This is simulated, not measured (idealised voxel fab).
A process module follows: voxel self aligned vias.
Shown is cross-section cut, with a width of 265 nm and square cells of size 5 nm.
In this document a cross-section is written as a grid of square cells. It is given as a series of bands, listed from the top down, and a band is one or more rows of cells.
Basically the band line says how high the top is and how high the bottom is, in nm, and then what's in it from left to right, every material with its width in nm. Empty space shows up as "empty", and if a single material carries "edge to edge" it runs the full band edge to edge.
A quick word on heights: they are counted from 0, and under that level the wafer as it came to us is one material throughout. The lowest band is different from the rest in having no bottom; it simply continues downward, written as in "from 0 down".
Top row gets the first number, bottom row gets the second, and each row in between changes by the same step: that is how a band width like "30 to 40" works.
Where a step carries "identical to before", the cross-section came out of it unchanged, cell for cell.
"Enclosed void inventory" lists enclosed empty spaces (at least 8 cells, no open path upward to the top), each as width x height at distance from the left edge, in nm.
On a step's line, text after the settings is the simulator commenting on that step.
The "overlay nm" setting may appear on a step's line; for a step that uses a mask, it gives how far to the right of its planned position the mask lay, and a negative value indicates the left.

THIS SECTION LISTS THE PROCESS STEPS THAT WERE PLANNED
1 RECEIVE | material Si
2 CONFORMAL_DEP | material SiO2 | thk nm 15
3 CONFORMAL_DEP | material SiCN | thk nm 5
4 DIRECTIONAL_DEP | material SiO2 | thk nm 25
5 PATTERN | tone open | mask id LINES | material resist | width nm 30 | pitch nm 70 | thk nm 20 | overlay nm 0
6 DIRECTIONAL_ETCH | etch materials SiO2 | depth nm 25
7 STRIP | etch materials resist
8 CONFORMAL_DEP | material TiN | thk nm 5
9 FILL_DEP | material Ru | thk nm 5
10 CMP | height nm 45
11 SELECTIVE_ETCH | etch materials W Ru TiN | depth nm 10
12 FILL_DEP | material SiN | thk nm 10
13 CMP | height nm 45
14 DIRECTIONAL_DEP | material SiO2 | thk nm 15
15 DIRECTIONAL_DEP | material aC | thk nm 15
16 PATTERN | tone open | mask id VIAS | material resist | width nm 40 | pitch nm 70 | thk nm 35 | overlay nm 0
17 DIRECTIONAL_ETCH | etch materials aC | depth nm 15
18 STRIP | etch materials resist
19 DIRECTIONAL_ETCH | etch materials SiO2 | depth nm 15
20 DIRECTIONAL_ETCH | etch materials SiN | depth nm 10
21 STRIP | etch materials aC
22 CONFORMAL_DEP | material TiN | thk nm 5
23 FILL_DEP | material W | thk nm 10
24 CMP | height nm 60
25 CONFORMAL_DEP | material SiCN | thk nm 5
Heads up: all these wafers start the same, and what changes between them is the thk nm in step 8. The value you see in the plan is just what the first wafer got.

AS RECEIVED, I.E. AFTER STEP 1: CROSS-SECTION THROUGH THE FIRST OF SEVERAL WAFERS
  from 0 down  Si edge to edge
  Enclosed void inventory: none

HERE IS THE CROSS-SECTION OF THE FIRST OF SEVERAL WAFERS AT THE END OF THE MODULE, AFTER ITS LAST STEP, STEP 25
  from 65 to 60  SiCN edge to edge
  from 60 to 50  SiO2 (40); TiN (5); W (30); TiN (5); SiO2 (30); TiN (5); W (30); TiN (5); SiO2 (30); TiN (5); W (30); TiN (5); SiO2 (45)
  from 50 to 40  SiO2 (40 to 45); TiN (10 to 5); W (20); TiN (10 to 5); SiO2 (30 to 40); TiN (10 to 5); W (20); TiN (10 to 5); SiO2 (30 to 40); TiN (10 to 5); W (20); TiN (10 to 5); SiO2 (45 to 50)
  from 40 to 35  SiO2 (45); TiN (30); SiO2 (40); TiN (30); SiO2 (40); TiN (30); SiO2 (50)
  from 35 to 25  SiO2 (45); TiN (5); Ru (20); TiN (5); SiO2 (40); TiN (5); Ru (20); TiN (5); SiO2 (40); TiN (5); Ru (20); TiN (5); SiO2 (50)
  from 25 to 20  SiO2 (45); TiN (30); SiO2 (40); TiN (30); SiO2 (40); TiN (30); SiO2 (50)
  from 20 to 15  SiCN edge to edge
  from 15 to 0  SiO2 edge to edge
  from 0 down  Si edge to edge
  Enclosed void inventory: none

CROSS-SECTIONAL DEPICTION OF THE LAST OF SEVERAL WAFERS UPON COMPLETION OF THE MODULE
  from 65 to 60  SiCN edge to edge
  from 60 to 50  SiO2 (40); TiN (5); W (30); TiN (5); SiO2 (30); TiN (5); W (30); TiN (5); SiO2 (30); TiN (5); W (30); TiN (5); SiO2 (45)
  from 50 to 40  SiO2 (40 to 45); TiN (10 to 5); W (20); TiN (10 to 5); SiO2 (30 to 40); TiN (10 to 5); W (20); TiN (10 to 5); SiO2 (30 to 40); TiN (10 to 5); W (20); TiN (10 to 5); SiO2 (45 to 50)
  from 40 to 20  SiO2 (45); TiN (30); SiO2 (40); TiN (30); SiO2 (40); TiN (30); SiO2 (50)
  from 20 to 15  SiCN edge to edge
  from 15 to 0  SiO2 edge to edge
  from 0 down  Si edge to edge
  Enclosed void inventory: none

BELOW, A ROW FOR EVERY WAFER. READ IT AS THE END-OF-MODULE PICTURE: FOR EACH MATERIAL THE WAFER SHOWS ITS CELLS GAINED (+) OR LOST (-) SINCE IT WAS RECEIVED, AND THEN ITS CLOSED VOIDS
thk nm 5 | +24 Ru | +106 SiCN | +421 SiO2 | +78 TiN | +60 W | Enclosed void inventory: none
thk nm 10 | +6 Ru | +106 SiCN | +421 SiO2 | +96 TiN | +60 W | Enclosed void inventory: none
thk nm 15 | +106 SiCN | +421 SiO2 | +102 TiN | +60 W | Enclosed void inventory: none
thk nm 20 | +106 SiCN | +421 SiO2 | +102 TiN | +60 W | Enclosed void inventory: none
